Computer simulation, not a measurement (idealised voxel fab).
Process module name: voxel air gaps
Square cell edge 5 nm, section width 295 nm, ID cut.
A cross-section is written here as square cells arranged in a grid, and it is given in bands from the top down, each band taking up one or more rows of cells.
The entry gives the band's vertical extent as a top height and a bottom height in nm, then its horizontal make-up as materials from left to right, each with a width in nm. "air" stands for empty space; a single material marked "throughout" fills the band edge to edge.
Basically, 0 is our baseline, since under it the wafer straight out of the box is all one material. The bottom band has no lower end and keeps on going down, so it looks like "0 nm and below".
Note: "30 to 40" means the width goes from the first number (top row of the band) to the second number (bottom row) in equal steps per row of cells.
Key: "no alterations made" - step with no changed cell in the cross-section.
Closed empty spaces (no open way to the top) of 8 cells or more are what "Sealed voids" lists, each as width x height at distance from the left edge, nm for all three.
Post-settings text on a step line: simulator's own remark regarding the step.
overlay nm: for a step with a mask, the amount by which the mask lay right of where it was planned; a negative amount means left of it.

-- Set out below are the planned steps of the process
1: RECEIVE, material Si
2: CONFORMAL_DEP, material SiO2, thk nm 15
3: CONFORMAL_DEP, material SiCN, thk nm 5
4: DIRECTIONAL_DEP, material lowk, thk nm 40
5: MASKED_ETCH, tone open, mask id LINES, width nm 20, pitch nm 50, etch materials lowk, depth nm 40, overlay nm 0
6: CONFORMAL_DEP, material TiN, thk nm 5
7: FILL_DEP, material W, thk nm 5
8: CMP, height nm 60
9: EPI, material Ru, thk nm 10
10: SELECTIVE_ETCH, etch materials lowk, depth nm 50
11: CONFORMAL_DEP, material SiCN, thk nm 5
Keep in mind the plan's value for the thk nm of step 6 comes from the first wafer; the wafers don't share that setting, but they do share the same starting point.

-- First wafer of several, as received: cross-section after step 1
  0 nm and below = Si throughout
  Sealed voids: none

-- First wafer of several, cross-section, module end, after step 11 (last)
  75 nm to 70 nm = air 45; SiCN 200; air 50
  70 nm to 60 nm = air 45; SiCN 5; Ru 40; SiCN 10; Ru 40; SiCN 10; Ru 40; SiCN 10; Ru 40; SiCN 5; air 50
  60 nm to 55 nm = air 45; SiCN 15; TiN 5; W 10; TiN 5; SiCN 30; TiN 5; W 10; TiN 5; SiCN 30; TiN 5; W 10; TiN 5; SiCN 30; TiN 5; W 10; TiN 5; SiCN 15; air 50
  55 nm to 25 nm = air 55; SiCN 5; TiN 5; W 10; TiN 5; SiCN 5; air 20; SiCN 5; TiN 5; W 10; TiN 5; SiCN 5; air 20; SiCN 5; TiN 5; W 10; TiN 5; SiCN 5; air 20; SiCN 5; TiN 5; W 10; TiN 5; SiCN 5; air 60
  25 nm to 20 nm = SiCN 60; TiN 20; SiCN 30; TiN 20; SiCN 30; TiN 20; SiCN 30; TiN 20; SiCN 65
  20 nm to 15 nm = SiCN throughout
  15 nm to 0 nm = SiO2 throughout
  0 nm and below = Si throughout
  Sealed voids: 20 x 30 at 85; 20 x 30 at 135; 20 x 30 at 185

-- Cross-section of the final wafer among several, taken at the end of the module
  75 nm to 70 nm = air 45; SiCN 200; air 50
  70 nm to 60 nm = air 45; SiCN 5; Ru 40; SiCN 10; Ru 40; SiCN 10; Ru 40; SiCN 10; Ru 40; SiCN 5; air 50
  60 nm to 55 nm = air 45; SiCN 15; TiN 20; SiCN 30; TiN 20; SiCN 30; TiN 20; SiCN 30; TiN 20; SiCN 15; air 50
  55 nm to 25 nm = air 55; SiCN 5; TiN 20; SiCN 5; air 20; SiCN 5; TiN 20; SiCN 5; air 20; SiCN 5; TiN 20; SiCN 5; air 20; SiCN 5; TiN 20; SiCN 5; air 60
  25 nm to 20 nm = SiCN 60; TiN 20; SiCN 30; TiN 20; SiCN 30; TiN 20; SiCN 30; TiN 20; SiCN 65
  20 nm to 15 nm = SiCN throughout
  15 nm to 0 nm = SiO2 throughout
  0 nm and below = Si throughout
  Sealed voids: 20 x 30 at 85; 20 x 30 at 135; 20 x 30 at 185

-- Where each wafer stands at the end of the module, a row apiece: cells of each material gained (+) or lost (-) since it was received, then closed voids
thk nm 5, +64 Ru, +230 SiCN, +177 SiO2, +72 TiN, +56 W, Sealed voids: 20 x 30 at 85; 20 x 30 at 135; 20 x 30 at 185
thk nm 10, +64 Ru, +230 SiCN, +177 SiO2, +128 TiN, Sealed voids: 20 x 30 at 85; 20 x 30 at 135; 20 x 30 at 185
thk nm 15, +64 Ru, +230 SiCN, +177 SiO2, +128 TiN, Sealed voids: 20 x 30 at 85; 20 x 30 at 135; 20 x 30 at 185
thk nm 20, +64 Ru, +230 SiCN, +177 SiO2, +128 TiN, Sealed voids: 20 x 30 at 85; 20 x 30 at 135; 20 x 30 at 185
